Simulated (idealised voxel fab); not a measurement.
process module | voxel wiring stack
cross-section cut | 240 nm wide | cells 5 nm
A cross-section is a grid of square cells, given in bands from the top down. A band is one or more rows of cells.
Each band's line starts with the height of the band's top and of its bottom, in nm. Then come its materials from left to right, each with its width in nm. One material with "throughout" fills the band from edge to edge. "air" is empty space.
Height 0 is the level under which the wafer as received is all one material. The lowest band goes on downwards, as in "0 down".
A width such as "30 to 40" changes by the same amount from each row of cells to the next, from the band's top row to its bottom row.
"no change" after a step means that no cell of the cross-section changed.
closed voids: empty space of 8 cells or more with no open way to the top, each as width x height at its distance from the left edge, in nm
after a step's settings: what the simulator itself notes on the step
overlay nm, on a step with a mask: how far to the right of its planned place the mask lay; to the left if negative
plan
1 op RECEIVE | material Si
2 op CONFORMAL_DEP | material SiO2 | thk nm 15
3 op DIRECTIONAL_DEP | material TiN | thk nm 5
4 op DIRECTIONAL_DEP | material Ru | thk nm 25
5 op PATTERN | tone cover | mask id METAL_1 | material resist | width nm 25 | pitch nm 45 | thk nm 20 | overlay nm -15
6 op DIRECTIONAL_ETCH | etch materials Ru | depth nm 25
7 op DIRECTIONAL_ETCH | etch materials TiN | depth nm 5
8 op STRIP | etch materials resist
9 op FILL_DEP | material lowk | thk nm 10
10 op CMP | height nm 45
11 op CONFORMAL_DEP | material SiCN | thk nm 5
12 op DIRECTIONAL_DEP | material lowk | thk nm 25
13 op DIRECTIONAL_DEP | material aC | thk nm 10
14 op PATTERN | tone open | mask id METAL_2_HOLES | material resist | width nm 15 | pitch nm 45 | thk nm 25 | overlay nm 0
15 op DIRECTIONAL_ETCH | etch materials aC | depth nm 10
16 op STRIP | etch materials resist
17 op DIRECTIONAL_ETCH | etch materials lowk | depth nm 25
18 op STRIP | etch materials aC
19 op MASKED_ETCH | tone open | mask id METAL_2 | width nm 25 | pitch nm 45 | etch materials lowk | depth nm 15 | overlay nm 0
20 op MASKED_ETCH | tone open | mask id METAL_2 | width nm 25 | pitch nm 45 | etch materials SiCN | depth nm 5 | overlay nm 0
21 op CONFORMAL_DEP | material TiN | thk nm 5
22 op FILL_DEP | material Cu | thk nm 10
23 op CMP | height nm 75
24 op CONFORMAL_DEP | material SiCN | thk nm 5
varied across the wafers: overlay nm of step 5. The plan shows the first wafer's value. All wafers start alike
first wafer as received, after step 1
  0 down: Si throughout
  closed voids: none
each wafer at the end: cells of each material gained (+) or lost (-) since it was received, then its closed voids
overlay nm -15 | +36 Cu | +100 Ru | +84 SiCN | +144 SiO2 | +80 TiN | +324 lowk | closed voids: none
overlay nm -10 | +36 Cu | +100 Ru | +84 SiCN | +144 SiO2 | +80 TiN | +324 lowk | closed voids: none
overlay nm -5 | +36 Cu | +100 Ru | +84 SiCN | +144 SiO2 | +80 TiN | +324 lowk | closed voids: none
overlay nm 0 | +36 Cu | +100 Ru | +84 SiCN | +144 SiO2 | +80 TiN | +324 lowk | closed voids: none
overlay nm 5 | +36 Cu | +100 Ru | +84 SiCN | +144 SiO2 | +80 TiN | +324 lowk | closed voids: none
overlay nm 10 | +36 Cu | +100 Ru | +84 SiCN | +144 SiO2 | +80 TiN | +324 lowk | closed voids: none
overlay nm 15 | +36 Cu | +100 Ru | +84 SiCN | +144 SiO2 | +80 TiN | +324 lowk | closed voids: none
